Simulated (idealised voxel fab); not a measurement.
Title: Process Module voxel self aligned contacts
cross-section cut | 210 nm wide | cells 5 nm
Heads up, the way a cross-section reads in here is a grid of square cells, handed over as bands from the top down, with every band being one or more rows of cells.
Look at the band entry: it leads with the top's height and the bottom's height in nm. Then it lists the materials left to right, with a width in nm for each. The word "everywhere" on a single material says that material fills the band edge to edge. The word "blank" is empty space.
Height 0 is the level under which the wafer as received is all one material. The lowest band goes on downwards, as in "0 nm and below".
When a width is written as two numbers, as in "30..40", the first number is the width in the top row of cells of the band and the second is the width in its bottom row, and the width changes by the same amount from each row to the next.
You'll sometimes find "everything unchanged" written for a step, and that's the way of saying that nowhere in the cross-section did a cell change during that step.
The entry titled "Closed void table" provides the empty spaces that have no open way to the top, restricted to those of 8 cells or more. Each is presented as width x height at distance, the distance being measured from the left edge, with all three in nm.
Step line, after settings: the simulator's comment on this step.
What "overlay nm" on a step's line means: if the step has a mask, that mask lay this far to the right of its planned place, or, when the value is negative, to the left.
## The process steps that were planned are listed below
1,RECEIVE [material Si]
2,OXIDIZE [depth nm 5]
3,DIRECTIONAL_DEP [material polySi] [thk nm 30]
4,DIRECTIONAL_DEP [material SiN] [thk nm 20]
5,PATTERN [tone cover] [mask id GATE] [material resist] [width nm 30] [pitch nm 65] [thk nm 20] [overlay nm 0]
6,DIRECTIONAL_ETCH [etch materials SiN] [depth nm 20]
7,DIRECTIONAL_ETCH [etch materials polySi] [depth nm 30]
8,STRIP [etch materials resist]
9,CONFORMAL_DEP [material SiN] [thk nm 10]
10,DIRECTIONAL_ETCH [etch materials SiN] [depth nm 10]
11,FILL_DEP [material SiO2] [thk nm 15]
12,CMP [height nm 55]
13,PATTERN [tone open] [mask id CONTACT] [material resist] [width nm 45] [pitch nm 65] [thk nm 15] [overlay nm 0]
14,DIRECTIONAL_ETCH [etch materials SiO2] [depth nm 60]
15,STRIP [etch materials resist]
16,CONFORMAL_DEP [material TiN] [thk nm 5]
17,FILL_DEP [material W] [thk nm 5]
18,CMP [height nm 55]
19,CONFORMAL_DEP [material SiCN] [thk nm 5]
## Concerning the first of two wafers, which was run in accordance with the plan
## Cross-section of the wafer as it came to us, i.e., already through step 1
* 0 nm and below: Si everywhere
* Closed void table: none
## After step 2, in cross-section
* 0 nm to -5 nm: SiO2 everywhere
* At heights below -5, the structure remains unaltered.
## After step 3, in cross-section
* 30 nm to 0 nm: polySi everywhere
* At heights below 0, the structure remains unaltered.
## After step 4, in cross-section
* 50 nm to 30 nm: SiN everywhere
* At heights below 30, the structure remains unaltered.
## After step 5, in cross-section
* 70 nm to 50 nm: blank: 25 | resist: 30 | blank: 35 | resist: 30 | blank: 35 | resist: 30 | blank: 25
* At heights below 50, the structure remains unaltered.
## After step 6, in cross-section
* 70 nm to 50 nm: blank: 25 | resist: 30 | blank: 35 | resist: 30 | blank: 35 | resist: 30 | blank: 25
* 50 nm to 30 nm: blank: 25 | SiN: 30 | blank: 35 | SiN: 30 | blank: 35 | SiN: 30 | blank: 25
* At heights below 30, the structure remains unaltered.
## After step 7, in cross-section
* 70 nm to 50 nm: blank: 25 | resist: 30 | blank: 35 | resist: 30 | blank: 35 | resist: 30 | blank: 25
* 50 nm to 30 nm: blank: 25 | SiN: 30 | blank: 35 | SiN: 30 | blank: 35 | SiN: 30 | blank: 25
* 30 nm to 0 nm: blank: 25 | polySi: 30 | blank: 35 | polySi: 30 | blank: 35 | polySi: 30 | blank: 25
* At heights below 0, the structure remains unaltered.
## After step 8, in cross-section
* 50 nm to 30 nm: blank: 25 | SiN: 30 | blank: 35 | SiN: 30 | blank: 35 | SiN: 30 | blank: 25
* At heights below 30, the structure remains unaltered.
## After step 9, in cross-section
* 60 nm to 30 nm: blank: 15 | SiN: 50 | blank: 15 | SiN: 50 | blank: 15 | SiN: 50 | blank: 15
* 30 nm to 10 nm: blank: 15 | SiN: 10 | polySi: 30 | SiN: 10 | blank: 15 | SiN: 10 | polySi: 30 | SiN: 10 | blank: 15 | SiN: 10 | polySi: 30 | SiN: 10 | blank: 15
* 10 nm to 0 nm: SiN: 25 | polySi: 30 | SiN: 35 | polySi: 30 | SiN: 35 | polySi: 30 | SiN: 25
* At heights below 0, the structure remains unaltered.
## After step 10, in cross-section
* 50 nm to 30 nm: blank: 15 | SiN: 50 | blank: 15 | SiN: 50 | blank: 15 | SiN: 50 | blank: 15
* 30 nm to 0 nm: blank: 15 | SiN: 10 | polySi: 30 | SiN: 10 | blank: 15 | SiN: 10 | polySi: 30 | SiN: 10 | blank: 15 | SiN: 10 | polySi: 30 | SiN: 10 | blank: 15
* At heights below 0, the structure remains unaltered.
## After step 11, in cross-section
* 65 nm to 50 nm: SiO2 everywhere
* 50 nm to 30 nm: SiO2: 15 | SiN: 50 | SiO2: 15 | SiN: 50 | SiO2: 15 | SiN: 50 | SiO2: 15
* 30 nm to 0 nm: SiO2: 15 | SiN: 10 | polySi: 30 | SiN: 10 | SiO2: 15 | SiN: 10 | polySi: 30 | SiN: 10 | SiO2: 15 | SiN: 10 | polySi: 30 | SiN: 10 | SiO2: 15
* At heights below 0, the structure remains unaltered.
## After step 12, in cross-section
* 55 nm to 50 nm: SiO2 everywhere
* At heights below 50, the structure remains unaltered.
## After step 13, in cross-section
* 70 nm to 55 nm: resist: 50 | blank: 45 | resist: 20 | blank: 45 | resist: 50
* At heights below 55, the structure remains unaltered.
## After step 14, in cross-section
* 70 nm to 55 nm: resist: 50 | blank: 45 | resist: 20 | blank: 45 | resist: 50
* 55 nm to 50 nm: SiO2: 50 | blank: 45 | SiO2: 20 | blank: 45 | SiO2: 50
* 50 nm to 30 nm: SiO2: 15 | SiN: 50 | blank: 15 | SiN: 50 | blank: 15 | SiN: 50 | SiO2: 15
* 30 nm to 0 nm: SiO2: 15 | SiN: 10 | polySi: 30 | SiN: 10 | blank: 15 | SiN: 10 | polySi: 30 | SiN: 10 | blank: 15 | SiN: 10 | polySi: 30 | SiN: 10 | SiO2: 15
* 0 nm to -5 nm: SiO2: 65 | blank: 15 | SiO2: 50 | blank: 15 | SiO2: 65
* At heights below -5, the structure remains unaltered.
## After step 15, in cross-section
* 55 nm to 50 nm: SiO2: 50 | blank: 45 | SiO2: 20 | blank: 45 | SiO2: 50
* At heights below 50, the structure remains unaltered.
## After step 16, in cross-section
* 60 nm to 55 nm: TiN: 55 | blank: 35 | TiN: 30 | blank: 35 | TiN: 55
* 55 nm to 50 nm: SiO2: 50 | TiN: 20 | blank: 5 | TiN: 20 | SiO2: 20 | TiN: 20 | blank: 5 | TiN: 20 | SiO2: 50
* 50 nm to 30 nm: SiO2: 15 | SiN: 50 | TiN: 5 | blank: 5 | TiN: 5 | SiN: 50 | TiN: 5 | blank: 5 | TiN: 5 | SiN: 50 | SiO2: 15
* 30 nm to 0 nm: SiO2: 15 | SiN: 10 | polySi: 30 | SiN: 10 | TiN: 5 | blank: 5 | TiN: 5 | SiN: 10 | polySi: 30 | SiN: 10 | TiN: 5 | blank: 5 | TiN: 5 | SiN: 10 | polySi: 30 | SiN: 10 | SiO2: 15
* 0 nm to -5 nm: SiO2: 65 | TiN: 15 | SiO2: 50 | TiN: 15 | SiO2: 65
* At heights below -5, the structure remains unaltered.
## After step 17, in cross-section
* 65 nm to 60 nm: W everywhere
* 60 nm to 55 nm: TiN: 55 | W: 35 | TiN: 30 | W: 35 | TiN: 55
* 55 nm to 50 nm: SiO2: 50 | TiN: 20 | W: 5 | TiN: 20 | SiO2: 20 | TiN: 20 | W: 5 | TiN: 20 | SiO2: 50
* 50 nm to 30 nm: SiO2: 15 | SiN: 50 | TiN: 5 | W: 5 | TiN: 5 | SiN: 50 | TiN: 5 | W: 5 | TiN: 5 | SiN: 50 | SiO2: 15
* 30 nm to 0 nm: SiO2: 15 | SiN: 10 | polySi: 30 | SiN: 10 | TiN: 5 | W: 5 | TiN: 5 | SiN: 10 | polySi: 30 | SiN: 10 | TiN: 5 | W: 5 | TiN: 5 | SiN: 10 | polySi: 30 | SiN: 10 | SiO2: 15
* At heights below 0, the structure remains unaltered.
## After step 18, in cross-section
* 55 nm to 50 nm: SiO2: 50 | TiN: 20 | W: 5 | TiN: 20 | SiO2: 20 | TiN: 20 | W: 5 | TiN: 20 | SiO2: 50
* At heights below 50, the structure remains unaltered.
## After step 19, in cross-section
* 60 nm to 55 nm: SiCN everywhere
* At heights below 55, the structure remains unaltered.
## The second wafer: identical to the first at the outset and in its planned sequence, differing only in that one mistake was made during processing; up to and including step 8, its path is the first wafer's path
Look at the second wafer in cross-section at the time step 9 ought to have finished: everything unchanged
## Look at the second wafer in cross-section at the time step 10 ought to have finished
* 40 nm to 30 nm: blank: 25 | SiN: 30 | blank: 35 | SiN: 30 | blank: 35 | SiN: 30 | blank: 25
* At heights below 30, the structure remains unaltered.
## Look at the second wafer in cross-section at the time step 11 ought to have finished
* 55 nm to 40 nm: SiO2 everywhere
* 40 nm to 30 nm: SiO2: 25 | SiN: 30 | SiO2: 35 | SiN: 30 | SiO2: 35 | SiN: 30 | SiO2: 25
* 30 nm to 0 nm: SiO2: 25 | polySi: 30 | SiO2: 35 | polySi: 30 | SiO2: 35 | polySi: 30 | SiO2: 25
* At heights below 0, the structure remains unaltered.
Look at the second wafer in cross-section at the time step 12 ought to have finished: everything unchanged
## Look at the second wafer in cross-section at the time step 13 ought to have finished
* 70 nm to 55 nm: resist: 50 | blank: 45 | resist: 20 | blank: 45 | resist: 50
* At heights below 55, the structure remains unaltered.
## Look at the second wafer in cross-section at the time step 14 ought to have finished
* 70 nm to 55 nm: resist: 50 | blank: 45 | resist: 20 | blank: 45 | resist: 50
* 55 nm to 40 nm: SiO2: 50 | blank: 45 | SiO2: 20 | blank: 45 | SiO2: 50
* 40 nm to 30 nm: SiO2: 25 | SiN: 30 | blank: 35 | SiN: 30 | blank: 35 | SiN: 30 | SiO2: 25
* 30 nm to 0 nm: SiO2: 25 | polySi: 30 | blank: 35 | polySi: 30 | blank: 35 | polySi: 30 | SiO2: 25
* 0 nm to -5 nm: SiO2: 55 | blank: 35 | SiO2: 30 | blank: 35 | SiO2: 55
* At heights below -5, the structure remains unaltered.
## Look at the second wafer in cross-section at the time step 15 ought to have finished
* 55 nm to 40 nm: SiO2: 50 | blank: 45 | SiO2: 20 | blank: 45 | SiO2: 50
* At heights below 40, the structure remains unaltered.
## Look at the second wafer in cross-section at the time step 16 ought to have finished
* 60 nm to 55 nm: TiN: 55 | blank: 35 | TiN: 30 | blank: 35 | TiN: 55
* 55 nm to 45 nm: SiO2: 50 | TiN: 5 | blank: 35 | TiN: 5 | SiO2: 20 | TiN: 5 | blank: 35 | TiN: 5 | SiO2: 50
* 45 nm to 40 nm: SiO2: 50 | TiN: 10 | blank: 25 | TiN: 10 | SiO2: 20 | TiN: 10 | blank: 25 | TiN: 10 | SiO2: 50
* 40 nm to 30 nm: SiO2: 25 | SiN: 30 | TiN: 5 | blank: 25 | TiN: 5 | SiN: 30 | TiN: 5 | blank: 25 | TiN: 5 | SiN: 30 | SiO2: 25
* 30 nm to 0 nm: SiO2: 25 | polySi: 30 | TiN: 5 | blank: 25 | TiN: 5 | polySi: 30 | TiN: 5 | blank: 25 | TiN: 5 | polySi: 30 | SiO2: 25
* 0 nm to -5 nm: SiO2: 55 | TiN: 35 | SiO2: 30 | TiN: 35 | SiO2: 55
* At heights below -5, the structure remains unaltered.
## Look at the second wafer in cross-section at the time step 17 ought to have finished
* 65 nm to 60 nm: W everywhere
* 60 nm to 55 nm: TiN: 55 | W: 35 | TiN: 30 | W: 35 | TiN: 55
* 55 nm to 45 nm: SiO2: 50 | TiN: 5 | W: 35 | TiN: 5 | SiO2: 20 | TiN: 5 | W: 35 | TiN: 5 | SiO2: 50
* 45 nm to 40 nm: SiO2: 50 | TiN: 10 | W: 25 | TiN: 10 | SiO2: 20 | TiN: 10 | W: 25 | TiN: 10 | SiO2: 50
* 40 nm to 30 nm: SiO2: 25 | SiN: 30 | TiN: 5 | W: 25 | TiN: 5 | SiN: 30 | TiN: 5 | W: 25 | TiN: 5 | SiN: 30 | SiO2: 25
* 30 nm to 0 nm: SiO2: 25 | polySi: 30 | TiN: 5 | W: 25 | TiN: 5 | polySi: 30 | TiN: 5 | W: 25 | TiN: 5 | polySi: 30 | SiO2: 25
* At heights below 0, the structure remains unaltered.
## Look at the second wafer in cross-section at the time step 18 ought to have finished
* 55 nm to 45 nm: SiO2: 50 | TiN: 5 | W: 35 | TiN: 5 | SiO2: 20 | TiN: 5 | W: 35 | TiN: 5 | SiO2: 50
* At heights below 45, the structure remains unaltered.
## Look at the second wafer in cross-section at the time step 19 ought to have finished
* 60 nm to 55 nm: SiCN everywhere
* At heights below 55, the structure remains unaltered.
Deviation from plan: plan step 9 skipped
Final difference in cells, second wafer against first, listed per material as more or fewer: 156 fewer of SiN, 60 more of SiO2, 96 more of W
